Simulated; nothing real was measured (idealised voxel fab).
Process module in this document: voxel self aligned contacts
This is section cut - it's 235 nm across, gridded in 5 nm square cells.
When this document writes out a cross-section, it uses a grid of square cells and lists it as bands, beginning at the top and moving down, with a band standing for one or more rows of cells. Look at the band entry: it leads with the top's height and the bottom's height in nm. Then it lists the materials left to right, with a width in nm for each. The word "all across" on a single material says that material fills the band edge to edge. The word "blank" is empty space. Counting heights begins at 0, where everything beneath is, in the wafer as received, one material. The lowest band has no bottom; it goes on downwards, as "0..down" shows. Width "30->40": first value at the band's top row of cells, second value at its bottom row, equal change from row to row. Key: "stayed the same" - step with no changed cell in the cross-section. "Enclosed void entries": sealed empty spaces, 8 cells or more, no open way to top, listed width x height at distance, with distance from the left edge and width, height and distance in nm. Past the settings on a step's line: simulator remark, on that step. The setting "overlay nm" may be written on the line of a step. When the step uses a mask, the value reports how far to the right of the planned place the mask lay, and a negative value reports that it lay to the left.

**Listed below are the process steps as planned**
1 RECEIVE | material Si
2 OXIDIZE | depth nm 5
3 DIRECTIONAL_DEP | material polySi | thk nm 25
4 DIRECTIONAL_DEP | material SiN | thk nm 15
5 PATTERN | tone cover | mask id GATE | material resist | width nm 25 | pitch nm 60 | thk nm 15 | overlay nm 0
6 DIRECTIONAL_ETCH | etch materials SiN | depth nm 15
7 DIRECTIONAL_ETCH | etch materials polySi | depth nm 25
8 STRIP | etch materials resist
9 CONFORMAL_DEP | material SiN | thk nm 5
10 DIRECTIONAL_ETCH | etch materials SiN | depth nm 5
11 FILL_DEP | material SiO2 | thk nm 15
12 CMP | height nm 45
13 PATTERN | tone open | mask id CONTACT | material resist | width nm 45 | pitch nm 60 | thk nm 15 | overlay nm 0
14 DIRECTIONAL_ETCH | etch materials SiO2 | depth nm 50
15 STRIP | etch materials resist
16 CONFORMAL_DEP | material TiN | thk nm 5
17 FILL_DEP | material W | thk nm 5
18 CMP | height nm 45
19 CONFORMAL_DEP | material SiN | thk nm 5

**Incoming wafer, cross-sectional view, post step 1**
    0..down: Si all across
    Enclosed void entries: none

**End-of-module cross-section of the first of two wafers, processed as planned**
    50..45: SiN all across
    45..40: SiO2 65  TiN 15  W 15  TiN 15  SiO2 15  TiN 15  W 15  TiN 15  SiO2 65
    40..25: SiO2 40  SiN 35  TiN 5  W 15  TiN 5  SiN 35  TiN 5  W 15  TiN 5  SiN 35  SiO2 40
    25..0: SiO2 40  SiN 5  polySi 25  SiN 5  TiN 5  W 15  TiN 5  SiN 5  polySi 25  SiN 5  TiN 5  W 15  TiN 5  SiN 5  polySi 25  SiN 5  SiO2 40
    0..-5: SiO2 75  TiN 25  SiO2 35  TiN 25  SiO2 75
    -5..down: Si all across
    Enclosed void entries: none

**So this is wafer number two of the two, cut at the end of the module - it started where the first did and had the same plan, we just got one thing wrong running it**
    50..45: SiN all across
    45..35: SiO2 65  TiN 5->10  W 35->25  TiN 5->10  SiO2 15  TiN 5->10  W 35->25  TiN 5->10  SiO2 65
    35..25: SiO2 45  SiN 25  TiN 5  W 25  TiN 5  SiN 25  TiN 5  W 25  TiN 5  SiN 25  SiO2 45
    25..0: SiO2 45  polySi 25  TiN 5  W 25  TiN 5  polySi 25  TiN 5  W 25  TiN 5  polySi 25  SiO2 45
    0..-5: SiO2 70  TiN 35  SiO2 25  TiN 35  SiO2 70
    -5..down: Si all across
    Enclosed void entries: none
what went wrong: step 9 of the plan never got run, it was skipped over
Final comparison by cell count, materials where the second wafer has more or fewer than the first: SiN -63 | SiO2 +23 | W +40
